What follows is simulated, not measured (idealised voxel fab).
process module | voxel capacitor over wiring
cross-section cut | 255 nm wide | cells 5 nm
A cross-section is a grid of square cells, given in bands from the top down. A band is one or more rows of cells.
Each band's line starts with the height of the band's top and of its bottom, in nm. Then come its materials from left to right, each with its width in nm. One material with "throughout" fills the band from edge to edge. "air" is empty space.
Height 0 is the level under which the wafer as received is all one material. The lowest band goes on downwards, as in "0 down".
A width such as "30 to 40" changes by the same amount from each row of cells to the next, from the band's top row to its bottom row.
"no change" after a step means that no cell of the cross-section changed.
closed voids: empty space of 8 cells or more with no open way to the top, each as width x height at its distance from the left edge, in nm
after a step's settings: what the simulator itself notes on the step
overlay nm, on a step with a mask: how far to the right of its planned place the mask lay; to the left if negative
plan
1 op RECEIVE | material Si
2 op CONFORMAL_DEP | material SiO2 | thk nm 15
3 op CONFORMAL_DEP | material SiCN | thk nm 5
4 op DIRECTIONAL_DEP | material lowk | thk nm 15
5 op PATTERN | tone open | mask id METAL_1 | material resist | width nm 25 | pitch nm 90 | thk nm 15 | overlay nm 0
6 op DIRECTIONAL_ETCH | etch materials lowk | depth nm 15
7 op DIRECTIONAL_ETCH | etch materials SiCN | depth nm 5
8 op STRIP | etch materials resist
9 op CONFORMAL_DEP | material TiN | thk nm 5
10 op FILL_DEP | material Cu | thk nm 5
11 op CMP | height nm 35
12 op EPI | material Ru | thk nm 5
13 op FILL_DEP | material SiCN | thk nm 5
14 op DIRECTIONAL_DEP | material lowk | thk nm 15
15 op DIRECTIONAL_DEP | material aC | thk nm 10
16 op PATTERN | tone open | mask id PLUG_1 | material resist | width nm 15 | thk nm 25 | overlay nm 0
17 op DIRECTIONAL_ETCH | etch materials aC | depth nm 10
18 op STRIP | etch materials resist
19 op DIRECTIONAL_ETCH | etch materials lowk | depth nm 15
20 op DIRECTIONAL_ETCH | etch materials SiCN | depth nm 5
21 op STRIP | etch materials aC
22 op EPI | material Ru | thk nm 10
23 op EPI | material Ru | thk nm 10
24 op DIRECTIONAL_DEP | material TiN | thk nm 5
25 op DIRECTIONAL_DEP | material SiN | thk nm 5
26 op DIRECTIONAL_DEP | material TiN | thk nm 10
27 op MASKED_ETCH | tone cover | mask id UPPER_PLATE | width nm 70 | etch materials TiN | depth nm 10 | overlay nm 0
28 op MASKED_ETCH | tone cover | mask id UPPER_PLATE | width nm 70 | etch materials SiN | depth nm 5 | overlay nm 0
29 op PATTERN | tone cover | mask id LOWER_PLATE | material resist | width nm 80 | thk nm 15 | overlay nm 0
30 op DIRECTIONAL_ETCH | etch materials TiN | depth nm 5
31 op STRIP | etch materials resist
32 op FILL_DEP | material SiO2 | thk nm 15
33 op CMP | height nm 90
34 op PATTERN | tone open | mask id PLUG_2 | material resist | width nm 15 | thk nm 15 | overlay nm 0
35 op DIRECTIONAL_ETCH | etch materials SiO2 | depth nm 10
36 op STRIP | etch materials resist
37 op CONFORMAL_DEP | material TiN | thk nm 5
38 op FILL_DEP | material W | thk nm 5
39 op CMP | height nm 90
40 op CONFORMAL_DEP | material SiN | thk nm 5
as received, after step 1
  0 down: Si throughout
  closed voids: none
first wafer at the end, as planned
  95 to 90: SiN throughout
  90 to 85: SiO2 90 | TiN 5 | W 5 | TiN 5 | SiO2 150
  85 to 80: SiO2 90 | TiN 15 | SiO2 150
  80 to 70: SiO2 80 | TiN 70 | SiO2 105
  70 to 65: SiO2 80 | SiN 70 | SiO2 105
  65 to 60: SiO2 75 | TiN 80 | SiO2 100
  60 to 45: lowk 80 | Ru 15 | lowk 160
  45 to 40: SiCN 80 | Ru 15 | SiCN 160
  40 to 35: SiCN 65 | Ru 35 | SiCN 55 | Ru 35 | SiCN 65
  35 to 20: lowk 70 | TiN 5 | Cu 15 | TiN 5 | lowk 65 | TiN 5 | Cu 15 | TiN 5 | lowk 70
  20 to 15: SiCN 70 | TiN 25 | SiCN 65 | TiN 25 | SiCN 70
  15 to 0: SiO2 throughout
  0 down: Si throughout
  closed voids: none
second wafer at the end: like start, like plan, one mistake
  95 to 90: SiN throughout
  90 to 85: SiO2 90 | lowk 5 | W 5 | lowk 5 | SiO2 150
  85 to 80: SiO2 90 | lowk 15 | SiO2 150
  80 to 70: SiO2 80 | TiN 70 | SiO2 105
  70 to 65: SiO2 80 | SiN 70 | SiO2 105
  65 to 60: SiO2 75 | TiN 80 | SiO2 100
  60 to 45: lowk 80 | Ru 15 | lowk 160
  45 to 40: SiCN 80 | Ru 15 | SiCN 160
  40 to 35: SiCN 65 | Ru 35 | SiCN 55 | Ru 35 | SiCN 65
  35 to 20: lowk 70 | TiN 5 | Cu 15 | TiN 5 | lowk 65 | TiN 5 | Cu 15 | TiN 5 | lowk 70
  20 to 15: SiCN 70 | TiN 25 | SiCN 65 | TiN 25 | SiCN 70
  15 to 0: SiO2 throughout
  0 down: Si throughout
  closed voids: none
what went wrong: step 37 ran as: op CONFORMAL_DEP | material lowk | thk nm 5
at the end the second wafer has, in cells: 5 fewer of TiN | 5 more of lowk
